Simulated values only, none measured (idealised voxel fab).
Documented hereafter: the process module known as voxel trench capacitor.
275 nm wide, 5 nm square cells: that's cross-section cut.
In what follows, cross-sections appear as grids of square cells, described through bands that run from the top down, where every band is one or more rows of cells. The band entry comprises the height of the band's top followed by the height of its bottom, expressed in nm, and subsequently the band's materials from left to right, each stated together with its width in nm. Where a single material is marked with the word "full width", that material fills the band from edge to edge. The word "air" represents empty space. Heights are measured from 0, the level below which the as-received wafer is all one material; the lowest band has no bottom and continues downward, written as in "0 and below". The expression "30 to 40" gives the width at the extremes of the band, the first number at its top row of cells and the second at its bottom row, with the width changing by equal amounts from each row to the next in between. No cell of the cross-section changed in a step that is given as "nothing altered". "Voids lacking openings" specifies each empty space that is not open to the top and that occupies no fewer than 8 cells, using the form width x height at distance, the distance measured from the left edge and all three quantities in nm. The remark found on a step's line after its settings is issued by the simulator itself and pertains to that step. Each step line may optionally specify "overlay nm", which for a step with a mask gives the rightward distance between the mask's planned place and where it lay, a negative value indicating the leftward direction.

Listed below are the process steps as planned
1. RECEIVE with material Si
2. CONFORMAL_DEP with material SiN, thk nm 10
3. DIRECTIONAL_DEP with material aC, thk nm 10
4. PATTERN with tone open, mask id TRENCH, material resist, width nm 15, pitch nm 45, thk nm 30, overlay nm 0
5. DIRECTIONAL_ETCH with etch materials aC, depth nm 10
6. STRIP with etch materials resist
7. DIRECTIONAL_ETCH with etch materials SiN, depth nm 10
8. DIRECTIONAL_ETCH with etch materials Si, depth nm 25
9. STRIP with etch materials aC
10. CONFORMAL_DEP with material HfO2, thk nm 5
11. CONFORMAL_DEP with material TiN, thk nm 5
12. FILL_DEP with material W, thk nm 10
13. CMP with height nm 10
Keep in mind the plan's value for the width nm of step 4 comes from the first wafer; the wafers don't share that setting, but they do share the same starting point.

The first of several wafers in cross-section, exactly as it reached us after step 1
0 and below = Si full width
Voids lacking openings: none

Module finished, last step 13 done: cross-section of the first of several wafers
10 down to 0 = 60 of SiN | 5 of HfO2 | 5 of TiN | 5 of HfO2 | 30 of SiN | 5 of HfO2 | 5 of TiN | 5 of HfO2 | 30 of SiN | 5 of HfO2 | 5 of TiN | 5 of HfO2 | 30 of SiN | 5 of HfO2 | 5 of TiN | 5 of HfO2 | 65 of SiN
0 down to -20 = 60 of Si | 5 of HfO2 | 5 of TiN | 5 of HfO2 | 30 of Si | 5 of HfO2 | 5 of TiN | 5 of HfO2 | 30 of Si | 5 of HfO2 | 5 of TiN | 5 of HfO2 | 30 of Si | 5 of HfO2 | 5 of TiN | 5 of HfO2 | 65 of Si
-20 down to -25 = 60 of Si | 15 of HfO2 | 30 of Si | 15 of HfO2 | 30 of Si | 15 of HfO2 | 30 of Si | 15 of HfO2 | 65 of Si
-25 and below = Si full width
Voids lacking openings: none

Last wafer of the set, cross-sectioned at end of module
10 down to 0 = 55 of SiN | 5 of HfO2 | 5 of TiN | 10 of W | 5 of TiN | 5 of HfO2 | 15 of SiN | 5 of HfO2 | 5 of TiN | 10 of W | 5 of TiN | 5 of HfO2 | 15 of SiN | 5 of HfO2 | 5 of TiN | 10 of W | 5 of TiN | 5 of HfO2 | 15 of SiN | 5 of HfO2 | 5 of TiN | 10 of W | 5 of TiN | 5 of HfO2 | 55 of SiN
0 down to -15 = 55 of Si | 5 of HfO2 | 5 of TiN | 10 of W | 5 of TiN | 5 of HfO2 | 15 of Si | 5 of HfO2 | 5 of TiN | 10 of W | 5 of TiN | 5 of HfO2 | 15 of Si | 5 of HfO2 | 5 of TiN | 10 of W | 5 of TiN | 5 of HfO2 | 15 of Si | 5 of HfO2 | 5 of TiN | 10 of W | 5 of TiN | 5 of HfO2 | 55 of Si
-15 down to -20 = 55 of Si | 5 of HfO2 | 20 of TiN | 5 of HfO2 | 15 of Si | 5 of HfO2 | 20 of TiN | 5 of HfO2 | 15 of Si | 5 of HfO2 | 20 of TiN | 5 of HfO2 | 15 of Si | 5 of HfO2 | 20 of TiN | 5 of HfO2 | 55 of Si
-20 down to -25 = 55 of Si | 30 of HfO2 | 15 of Si | 30 of HfO2 | 15 of Si | 30 of HfO2 | 15 of Si | 30 of HfO2 | 55 of Si
-25 and below = Si full width
Voids lacking openings: none

Wafer rows, end of module: cells per material gained (+) or lost (-) since receipt; closed voids last
width nm 15 | +60 HfO2 | -60 Si | +86 SiN | +24 TiN | Voids lacking openings: none
width nm 20 | +64 HfO2 | -80 Si | +78 SiN | +48 TiN | Voids lacking openings: none
width nm 25 | +68 HfO2 | -100 Si | +70 SiN | +52 TiN | +20 W | Voids lacking openings: none
width nm 30 | +72 HfO2 | -120 Si | +62 SiN | +56 TiN | +40 W | Voids lacking openings: none
